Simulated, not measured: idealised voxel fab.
The process module presented herein is designated voxel tone inversion.
Section cut is 195 nm wide and gridded with 5 nm square cells.
Heads up, the way a cross-section reads in here is a grid of square cells, handed over as bands from the top down, with every band being one or more rows of cells. Look at the band entry: it leads with the top's height and the bottom's height in nm. Then it lists the materials left to right, with a width in nm for each. The word "all across" on a single material says that material fills the band edge to edge. The word "empty" is empty space. Ref level 0: as-received wafer is one material below here. Bottom band extends down with no lower bound ("z 0 and below"). Quick explanation for "30 to 40": the width changes in equal steps down the rows of cells, from the first number in the band's top row to the second number in its bottom row. "no alteration" means the step left every cell of the cross-section as it was. The entry titled "Enclosed internal voids" provides the empty spaces that have no open way to the top, restricted to those of 8 cells or more. Each is presented as width x height at distance, the distance being measured from the left edge, with all three in nm. Anything after a step's settings on that line? It's the simulator's own note about the step. For masked steps, "overlay nm" on the step line gives how far right of plan the mask actually lay; a minus sign means it lay to the left.

Steps planned for the process
1,RECEIVE (material Si)
2,CONFORMAL_DEP (material SiCN; thk nm 10)
3,DIRECTIONAL_DEP (material polySi; thk nm 15)
4,PATTERN (tone cover; mask id POSTS; material resist; width nm 20; pitch nm 35; thk nm 25; overlay nm 0)
5,DIRECTIONAL_ETCH (etch materials polySi; depth nm 15)
6,STRIP (etch materials resist)
7,FILL_DEP (material SiO2; thk nm 5)
8,CMP (height nm 25)
9,STRIP (etch materials polySi)
10,CONFORMAL_DEP (material TiN; thk nm 5)
11,FILL_DEP (material Cu; thk nm 5)
12,CMP (height nm 25)
13,CONFORMAL_DEP (material SiCN; thk nm 5)

The cross-section here shows the wafer as received, i.e. in its state after step 1
> z 0 and below | Si all across
> Enclosed internal voids: none

First of two wafers, end-of-module section, run followed plan
> z 30 to 25 | SiCN all across
> z 25 to 15 | SiO2 35 nm; TiN 5 nm; Cu 10 nm; TiN 5 nm; SiO2 15 nm; TiN 5 nm; Cu 10 nm; TiN 5 nm; SiO2 15 nm; TiN 5 nm; Cu 10 nm; TiN 5 nm; SiO2 15 nm; TiN 5 nm; Cu 10 nm; TiN 5 nm; SiO2 35 nm
> z 15 to 10 | SiO2 35 nm; TiN 20 nm; SiO2 15 nm; TiN 20 nm; SiO2 15 nm; TiN 20 nm; SiO2 15 nm; TiN 20 nm; SiO2 35 nm
> z 10 to 0 | SiCN all across
> z 0 and below | Si all across
> Enclosed internal voids: none

Cross-section, second wafer: same start as the first, same plan as the first, one mistake in running it; taken at the end of the module
> z 30 to 25 | SiCN all across
> z 25 to 15 | SiO2 40 nm; TiN 5 nm; Cu 5 nm; TiN 5 nm; SiO2 20 nm; TiN 5 nm; Cu 5 nm; TiN 5 nm; SiO2 20 nm; TiN 5 nm; Cu 5 nm; TiN 5 nm; SiO2 20 nm; TiN 5 nm; Cu 5 nm; TiN 5 nm; SiO2 35 nm
> z 15 to 10 | SiO2 40 nm; TiN 15 nm; SiO2 20 nm; TiN 15 nm; SiO2 20 nm; TiN 15 nm; SiO2 20 nm; TiN 15 nm; SiO2 35 nm
> z 10 to 0 | SiCN all across
> z 0 and below | Si all across
> Enclosed internal voids: none
Want to know what went wrong? step 4 off recipe, ran as PATTERN (tone cover; mask id POSTS; material resist; width nm 15; pitch nm 35; thk nm 25; overlay nm 0)
Per the end-of-run cell counts, the second wafer holds more or fewer of some materials than the first: Cu -8 | SiO2 +12 | TiN -4
